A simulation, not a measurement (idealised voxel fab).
Name of the process module below: voxel wiring stack
Square cell edge 5 nm, section width 175 nm, ID cut.
Think of the cross-section as a grid of square cells. We describe it in bands, top to bottom, and each band covers one or more rows of those cells. In this notation a band is specified by the heights of its top and bottom, in that order and in nm, after which its materials appear from left to right, each paired with its width in nm. The word "everywhere" attached to a single material means that material fills the band from edge to edge; the word "blank" stands for empty space. A quick word on heights: they are counted from 0, and under that level the wafer as it came to us is one material throughout. The lowest band is different from the rest in having no bottom; it simply continues downward, written as in "z 0 and below". You'd read "30 to 40" like this: the band's top row of cells is as wide as the first number, its bottom row is as wide as the second, and going down, every row changes width by the same amount as the row before did. It should be understood that the words "remained unchanged", when stated for a given step, signify that the cross-section underwent no change in any of its cells during that step. "Closed void roster" specifies each empty space that is not open to the top and that occupies no fewer than 8 cells, using the form width x height at distance, the distance measured from the left edge and all three quantities in nm. Formally, on a step line, whatever follows the settings is a remark that the simulator itself makes on the step. overlay nm: right-of-plan distance of the mask on a masked step; negative values mean left-of-plan.

### The planned process steps are enumerated hereunder
1 RECEIVE [material Si]
2 CONFORMAL_DEP [material SiO2] [thk nm 15]
3 DIRECTIONAL_DEP [material TiN] [thk nm 5]
4 DIRECTIONAL_DEP [material Ru] [thk nm 15]
5 MASKED_ETCH [tone cover] [mask id METAL_1] [width nm 25] [pitch nm 55] [etch materials Ru] [depth nm 15] [overlay nm 0]
6 MASKED_ETCH [tone cover] [mask id METAL_1] [width nm 25] [pitch nm 55] [etch materials TiN] [depth nm 5] [overlay nm 0]
7 FILL_DEP [material lowk] [thk nm 5]
8 CMP [height nm 35]
9 CONFORMAL_DEP [material SiCN] [thk nm 5]
10 DIRECTIONAL_DEP [material lowk] [thk nm 10]
11 DIRECTIONAL_DEP [material aC] [thk nm 15]
12 PATTERN [tone open] [mask id PLUG_1] [material resist] [width nm 15] [pitch nm 55] [thk nm 30] [overlay nm 0]
13 DIRECTIONAL_ETCH [etch materials aC] [depth nm 15]
14 STRIP [etch materials resist]
15 DIRECTIONAL_ETCH [etch materials lowk] [depth nm 10]
16 DIRECTIONAL_ETCH [etch materials SiCN] [depth nm 5]
17 STRIP [etch materials aC]
18 CONFORMAL_DEP [material TiN] [thk nm 5]
19 FILL_DEP [material Ru] [thk nm 5]
20 CMP [height nm 50]
21 CONFORMAL_DEP [material SiCN] [thk nm 5]
22 DIRECTIONAL_DEP [material SiO2] [thk nm 15]
23 PATTERN [tone open] [mask id METAL_2] [material resist] [width nm 25] [pitch nm 55] [thk nm 15] [overlay nm 0]
24 DIRECTIONAL_ETCH [etch materials SiO2] [depth nm 15]
25 DIRECTIONAL_ETCH [etch materials SiCN] [depth nm 5]
26 STRIP [etch materials resist]
27 CONFORMAL_DEP [material TiN] [thk nm 5]
28 FILL_DEP [material Ru] [thk nm 5]
29 CMP [height nm 70]
30 CONFORMAL_DEP [material SiCN] [thk nm 5]
31 DIRECTIONAL_DEP [material SiO2] [thk nm 30]
32 MASKED_ETCH [tone open] [mask id METAL_3_HOLES] [width nm 15] [etch materials SiO2] [depth nm 30] [overlay nm 0]
33 MASKED_ETCH [tone open] [mask id METAL_3] [width nm 25] [pitch nm 55] [etch materials SiO2] [depth nm 15] [overlay nm 0]
34 MASKED_ETCH [tone open] [mask id METAL_3] [width nm 25] [pitch nm 55] [etch materials SiCN] [depth nm 5] [overlay nm 0]
35 CONFORMAL_DEP [material TiN] [thk nm 5]
36 FILL_DEP [material Ru] [thk nm 5]
37 CMP [height nm 105]
38 CONFORMAL_DEP [material SiCN] [thk nm 5]

### Cross-sectional view of the wafer in its as-received condition, corresponding to the state after step 1
	z 0 and below: Si everywhere
	Closed void roster: none

### End-of-module cross-section of the first of two wafers, processed as planned
	z 110 to 105: SiCN everywhere
	z 105 to 95: SiO2=45 / TiN=5 / Ru=15 / TiN=5 / SiO2=30 / TiN=5 / Ru=15 / TiN=5 / SiO2=50
	z 95 to 90: SiO2=45 / TiN=5 / Ru=5 / TiN=15 / SiO2=30 / TiN=25 / SiO2=50
	z 90 to 75: SiO2=45 / TiN=5 / Ru=5 / TiN=5 / SiO2=115
	z 75 to 70: SiCN=45 / TiN=15 / SiCN=115
	z 70 to 55: SiO2=45 / TiN=5 / Ru=15 / TiN=5 / SiO2=30 / TiN=5 / Ru=15 / TiN=5 / SiO2=50
	z 55 to 50: SiCN=45 / TiN=25 / SiCN=30 / TiN=25 / SiCN=50
	z 50 to 40: lowk=45 / TiN=5 / Ru=5 / TiN=5 / lowk=40 / TiN=5 / Ru=5 / TiN=5 / lowk=60
	z 40 to 35: SiCN=45 / TiN=15 / SiCN=40 / TiN=15 / SiCN=60
	z 35 to 20: lowk=45 / Ru=25 / lowk=30 / Ru=25 / lowk=50
	z 20 to 15: lowk=45 / TiN=25 / lowk=30 / TiN=25 / lowk=50
	z 15 to 0: SiO2 everywhere
	z 0 and below: Si everywhere
	Closed void roster: none

### So this is wafer number two of the two, cut at the end of the module - it started where the first did and had the same plan, we just got one thing wrong running it
	z 110 to 105: SiCN everywhere
	z 105 to 95: SiO2=45 / TiN=5 / Ru=15 / TiN=5 / SiO2=30 / TiN=5 / Ru=15 / TiN=5 / SiO2=50
	z 95 to 90: SiO2=45 / TiN=5 / Ru=5 / TiN=15 / SiO2=30 / TiN=25 / SiO2=50
	z 90 to 75: SiO2=45 / TiN=5 / Ru=5 / TiN=5 / SiO2=115
	z 75 to 70: SiCN=45 / TiN=15 / SiCN=115
	z 70 to 55: SiO2=45 / TiN=5 / Ru=15 / TiN=5 / SiO2=30 / TiN=5 / Ru=15 / TiN=5 / SiO2=50
	z 55 to 50: SiCN=45 / TiN=25 / SiCN=30 / TiN=25 / SiCN=50
	z 50 to 40: lowk=45 / TiN=5 / Ru=5 / TiN=5 / lowk=40 / TiN=5 / Ru=5 / TiN=5 / lowk=60
	z 40 to 35: SiCN=45 / TiN=15 / SiCN=40 / TiN=15 / SiCN=60
	z 35 to 30: lowk everywhere
	z 30 to 15: lowk=45 / Ru=25 / lowk=30 / Ru=25 / lowk=50
	z 15 to 0: SiO2 everywhere
	z 0 and below: Si everywhere
	Closed void roster: none
Against the plan, the run slipped here: plan step 3 skipped
Final tally in cells, some materials are higher or lower on the second wafer than on the first: TiN -10 | lowk +10
